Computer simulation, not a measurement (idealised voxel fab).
Presented below is a process module, voxel self aligned vias.
Square cells of 5 nm make up the cross-section cut, whose width is 220 nm.
A cross-section in this document is a grid of square cells, and it is written down as bands, the top band listed before the ones below it; a band is made up of one or more rows of cells. Top, bottom (nm), then materials left to right with widths (nm); lone material tagged "full width" fills the whole band edge to edge; "air" = empty space. Ref level 0: as-received wafer is one material below here. Bottom band extends down with no lower bound ("0 -> down"). Width spec "30 to 40" -> top row of cells at first value, bottom row at second value, equal per-row change in between. Step note "nothing altered" = no cross-section cell changed. Entry "Closed cavity list". Content: empty spaces with no open connection to the top, size 8 cells or greater. Each: width x height at distance. Distance: from left edge. Unit: nm. Whatever follows a step's settings on its line is a remark the simulator itself makes about that step. overlay nm: where the mask lay relative to plan, measured to the right, on steps with a mask; negatives go left.

[plan]
| 1 | RECEIVE, material Si |
| 2 | CONFORMAL_DEP, material SiO2, thk nm 10 |
| 3 | CONFORMAL_DEP, material SiCN, thk nm 5 |
| 4 | DIRECTIONAL_DEP, material lowk, thk nm 25 |
| 5 | PATTERN, tone open, mask id LINES, material resist, width nm 20, pitch nm 65, thk nm 15, overlay nm 0 |
| 6 | DIRECTIONAL_ETCH, etch materials lowk, depth nm 25 |
| 7 | STRIP, etch materials resist |
| 8 | CONFORMAL_DEP, material TiN, thk nm 5 |
| 9 | FILL_DEP, material Ru, thk nm 10 |
| 10 | CMP, height nm 40 |
| 11 | SELECTIVE_ETCH, etch materials W Ru TiN, depth nm 10 |
| 12 | FILL_DEP, material SiN, thk nm 10 |
| 13 | CMP, height nm 40 |
| 14 | DIRECTIONAL_DEP, material lowk, thk nm 20 |
| 15 | DIRECTIONAL_DEP, material aC, thk nm 10 |
| 16 | PATTERN, tone open, mask id VIAS, material resist, width nm 40, thk nm 25, overlay nm 0 |
| 17 | DIRECTIONAL_ETCH, etch materials aC, depth nm 10 |
| 18 | STRIP, etch materials resist |
| 19 | DIRECTIONAL_ETCH, etch materials lowk, depth nm 20 |
| 20 | DIRECTIONAL_ETCH, etch materials SiN, depth nm 10 |
| 21 | STRIP, etch materials aC |
| 22 | CONFORMAL_DEP, material TiN, thk nm 5 |
| 23 | FILL_DEP, material W, thk nm 5 |
| 24 | CMP, height nm 60 |
| 25 | CONFORMAL_DEP, material SiCN, thk nm 5 |

[First of the two wafers, run per plan]

[The cross-section here shows the wafer as received, i.e. in its state after step 1]
> 0 -> down: Si full width
> Closed cavity list: none

[Wafer section view after processing step 2]
> 10 -> 0: SiO2 full width
> Whatever lies below 0 is exactly as it was before.

[Wafer section view after processing step 3]
> 15 -> 10: SiCN full width
> Whatever lies below 10 is exactly as it was before.

[Wafer section view after processing step 4]
> 40 -> 15: lowk full width
> Whatever lies below 15 is exactly as it was before.

[Wafer section view after processing step 5]
> 55 -> 40: resist=65, then air=20, then resist=45, then air=20, then resist=70
> Whatever lies below 40 is exactly as it was before.

[Wafer section view after processing step 6]
> 55 -> 40: resist=65, then air=20, then resist=45, then air=20, then resist=70
> 40 -> 15: lowk=65, then air=20, then lowk=45, then air=20, then lowk=70
> Whatever lies below 15 is exactly as it was before.

[Wafer section view after processing step 7]
> 40 -> 15: lowk=65, then air=20, then lowk=45, then air=20, then lowk=70
> Whatever lies below 15 is exactly as it was before.

[Wafer section view after processing step 8]
> 45 -> 40: TiN=70, then air=10, then TiN=55, then air=10, then TiN=75
> 40 -> 20: lowk=65, then TiN=5, then air=10, then TiN=5, then lowk=45, then TiN=5, then air=10, then TiN=5, then lowk=70
> 20 -> 15: lowk=65, then TiN=20, then lowk=45, then TiN=20, then lowk=70
> Whatever lies below 15 is exactly as it was before.

[Wafer section view after processing step 9]
> 55 -> 45: Ru full width
> 45 -> 40: TiN=70, then Ru=10, then TiN=55, then Ru=10, then TiN=75
> 40 -> 20: lowk=65, then TiN=5, then Ru=10, then TiN=5, then lowk=45, then TiN=5, then Ru=10, then TiN=5, then lowk=70
> Whatever lies below 20 is exactly as it was before.

[Wafer section view after processing step 10]
> 40 -> 20: lowk=65, then TiN=5, then Ru=10, then TiN=5, then lowk=45, then TiN=5, then Ru=10, then TiN=5, then lowk=70
> Whatever lies below 20 is exactly as it was before.

[Wafer section view after processing step 11]
> 40 -> 30: lowk=65, then air=20, then lowk=45, then air=20, then lowk=70
> Whatever lies below 30 is exactly as it was before.

[Wafer section view after processing step 12]
> 50 -> 40: SiN full width
> 40 -> 30: lowk=65, then SiN=20, then lowk=45, then SiN=20, then lowk=70
> Whatever lies below 30 is exactly as it was before.

[Wafer section view after processing step 13]
> 40 -> 30: lowk=65, then SiN=20, then lowk=45, then SiN=20, then lowk=70
> Whatever lies below 30 is exactly as it was before.

[Wafer section view after processing step 14]
> 60 -> 40: lowk full width
> Whatever lies below 40 is exactly as it was before.

[Wafer section view after processing step 15]
> 70 -> 60: aC full width
> Whatever lies below 60 is exactly as it was before.

[Wafer section view after processing step 16]
> 95 -> 70: resist=55, then air=40, then resist=125
> Whatever lies below 70 is exactly as it was before.

[Wafer section view after processing step 17]
> 85 -> 70: resist=55, then air=40, then resist=125
> 70 -> 60: aC=55, then air=40, then aC=125
> Whatever lies below 60 is exactly as it was before.

[Wafer section view after processing step 18]
> 70 -> 60: aC=55, then air=40, then aC=125
> Whatever lies below 60 is exactly as it was before.

[Wafer section view after processing step 19]
> 70 -> 60: aC=55, then air=40, then aC=125
> 60 -> 40: lowk=55, then air=40, then lowk=125
> Whatever lies below 40 is exactly as it was before.

[Wafer section view after processing step 20]
> 70 -> 60: aC=55, then air=40, then aC=125
> 60 -> 40: lowk=55, then air=40, then lowk=125
> 40 -> 30: lowk=65, then air=20, then lowk=45, then SiN=20, then lowk=70
> Whatever lies below 30 is exactly as it was before.

[Wafer section view after processing step 21]
> 60 -> 40: lowk=55, then air=40, then lowk=125
> Whatever lies below 40 is exactly as it was before.

[Wafer section view after processing step 22]
> 65 -> 60: TiN=60, then air=30, then TiN=130
> 60 -> 45: lowk=55, then TiN=5, then air=30, then TiN=5, then lowk=125
> 45 -> 40: lowk=55, then TiN=15, then air=10, then TiN=15, then lowk=125
> 40 -> 35: lowk=65, then TiN=5, then air=10, then TiN=5, then lowk=45, then SiN=20, then lowk=70
> 35 -> 30: lowk=65, then TiN=20, then lowk=45, then SiN=20, then lowk=70
> Whatever lies below 30 is exactly as it was before.

[Wafer section view after processing step 23]
> 70 -> 65: W full width
> 65 -> 60: TiN=60, then W=30, then TiN=130
> 60 -> 45: lowk=55, then TiN=5, then W=30, then TiN=5, then lowk=125
> 45 -> 40: lowk=55, then TiN=15, then W=10, then TiN=15, then lowk=125
> 40 -> 35: lowk=65, then TiN=5, then W=10, then TiN=5, then lowk=45, then SiN=20, then lowk=70
> Whatever lies below 35 is exactly as it was before.

[Wafer section view after processing step 24]
> 60 -> 45: lowk=55, then TiN=5, then W=30, then TiN=5, then lowk=125
> Whatever lies below 45 is exactly as it was before.

[Wafer section view after processing step 25]
> 65 -> 60: SiCN full width
> Whatever lies below 60 is exactly as it was before.

[The Second Wafer: Common Origin and Plan, One Mistake in Execution, Identical to the First Through Step 4]

[Look at the second wafer in cross-section at the time step 5 ought to have finished]
> 55 -> 40: air=65, then resist=20, then air=45, then resist=20, then air=70
> Whatever lies below 40 is exactly as it was before.

[Look at the second wafer in cross-section at the time step 6 ought to have finished]
> 55 -> 40: air=65, then resist=20, then air=45, then resist=20, then air=70
> 40 -> 15: air=65, then lowk=20, then air=45, then lowk=20, then air=70
> Whatever lies below 15 is exactly as it was before.

[Look at the second wafer in cross-section at the time step 7 ought to have finished]
> 40 -> 15: air=65, then lowk=20, then air=45, then lowk=20, then air=70
> Whatever lies below 15 is exactly as it was before.

[Look at the second wafer in cross-section at the time step 8 ought to have finished]
> 45 -> 40: air=60, then TiN=30, then air=35, then TiN=30, then air=65
> 40 -> 20: air=60, then TiN=5, then lowk=20, then TiN=5, then air=35, then TiN=5, then lowk=20, then TiN=5, then air=65
> 20 -> 15: TiN=65, then lowk=20, then TiN=45, then lowk=20, then TiN=70
> Whatever lies below 15 is exactly as it was before.

[Look at the second wafer in cross-section at the time step 9 ought to have finished]
> 55 -> 45: Ru full width
> 45 -> 40: Ru=60, then TiN=30, then Ru=35, then TiN=30, then Ru=65
> 40 -> 20: Ru=60, then TiN=5, then lowk=20, then TiN=5, then Ru=35, then TiN=5, then lowk=20, then TiN=5, then Ru=65
> Whatever lies below 20 is exactly as it was before.

[Look at the second wafer in cross-section at the time step 10 ought to have finished]
> 40 -> 20: Ru=60, then TiN=5, then lowk=20, then TiN=5, then Ru=35, then TiN=5, then lowk=20, then TiN=5, then Ru=65
> Whatever lies below 20 is exactly as it was before.

[Look at the second wafer in cross-section at the time step 11 ought to have finished]
> 40 -> 30: air=65, then lowk=20, then air=45, then lowk=20, then air=70
> Whatever lies below 30 is exactly as it was before.

[Look at the second wafer in cross-section at the time step 12 ought to have finished]
> 50 -> 40: SiN full width
> 40 -> 30: SiN=65, then lowk=20, then SiN=45, then lowk=20, then SiN=70
> Whatever lies below 30 is exactly as it was before.

[Look at the second wafer in cross-section at the time step 13 ought to have finished]
> 40 -> 30: SiN=65, then lowk=20, then SiN=45, then lowk=20, then SiN=70
> Whatever lies below 30 is exactly as it was before.

[Look at the second wafer in cross-section at the time step 14 ought to have finished]
> 60 -> 40: lowk full width
> Whatever lies below 40 is exactly as it was before.

[Look at the second wafer in cross-section at the time step 15 ought to have finished]
> 70 -> 60: aC full width
> Whatever lies below 60 is exactly as it was before.

[Look at the second wafer in cross-section at the time step 16 ought to have finished]
> 95 -> 70: resist=55, then air=40, then resist=125
> Whatever lies below 70 is exactly as it was before.

[Look at the second wafer in cross-section at the time step 17 ought to have finished]
> 85 -> 70: resist=55, then air=40, then resist=125
> 70 -> 60: aC=55, then air=40, then aC=125
> Whatever lies below 60 is exactly as it was before.

[Look at the second wafer in cross-section at the time step 18 ought to have finished]
> 70 -> 60: aC=55, then air=40, then aC=125
> Whatever lies below 60 is exactly as it was before.

[Look at the second wafer in cross-section at the time step 19 ought to have finished]
> 70 -> 60: aC=55, then air=40, then aC=125
> 60 -> 40: lowk=55, then air=40, then lowk=125
> Whatever lies below 40 is exactly as it was before.

[Look at the second wafer in cross-section at the time step 20 ought to have finished]
> 70 -> 60: aC=55, then air=40, then aC=125
> 60 -> 40: lowk=55, then air=40, then lowk=125
> 40 -> 30: SiN=55, then air=10, then lowk=20, then air=10, then SiN=35, then lowk=20, then SiN=70
> Whatever lies below 30 is exactly as it was before.

[Look at the second wafer in cross-section at the time step 21 ought to have finished]
> 60 -> 40: lowk=55, then air=40, then lowk=125
> Whatever lies below 40 is exactly as it was before.

[Look at the second wafer in cross-section at the time step 22 ought to have finished]
> 65 -> 60: TiN=60, then air=30, then TiN=130
> 60 -> 45: lowk=55, then TiN=5, then air=30, then TiN=5, then lowk=125
> 45 -> 40: lowk=55, then TiN=40, then lowk=125
> 40 -> 30: SiN=55, then TiN=10, then lowk=20, then TiN=10, then SiN=35, then lowk=20, then SiN=70
> Whatever lies below 30 is exactly as it was before.

[Look at the second wafer in cross-section at the time step 23 ought to have finished]
> 70 -> 65: W full width
> 65 -> 60: TiN=60, then W=30, then TiN=130
> 60 -> 45: lowk=55, then TiN=5, then W=30, then TiN=5, then lowk=125
> Whatever lies below 45 is exactly as it was before.

[Look at the second wafer in cross-section at the time step 24 ought to have finished]
> 60 -> 45: lowk=55, then TiN=5, then W=30, then TiN=5, then lowk=125
> Whatever lies below 45 is exactly as it was before.

[Look at the second wafer in cross-section at the time step 25 ought to have finished]
> 65 -> 60: SiCN full width
> Whatever lies below 60 is exactly as it was before.
Processing error: step 5: run off-plan, actual operation and settings PATTERN, tone cover, mask id LINES, material resist, width nm 20, pitch nm 65, thk nm 15, overlay nm 0
Upon completion, the second wafer contains, in terms of cells, a greater or smaller amount of certain materials than the first wafer: +56 Ru, +56 SiN, +32 TiN, -4 W, -140 lowk
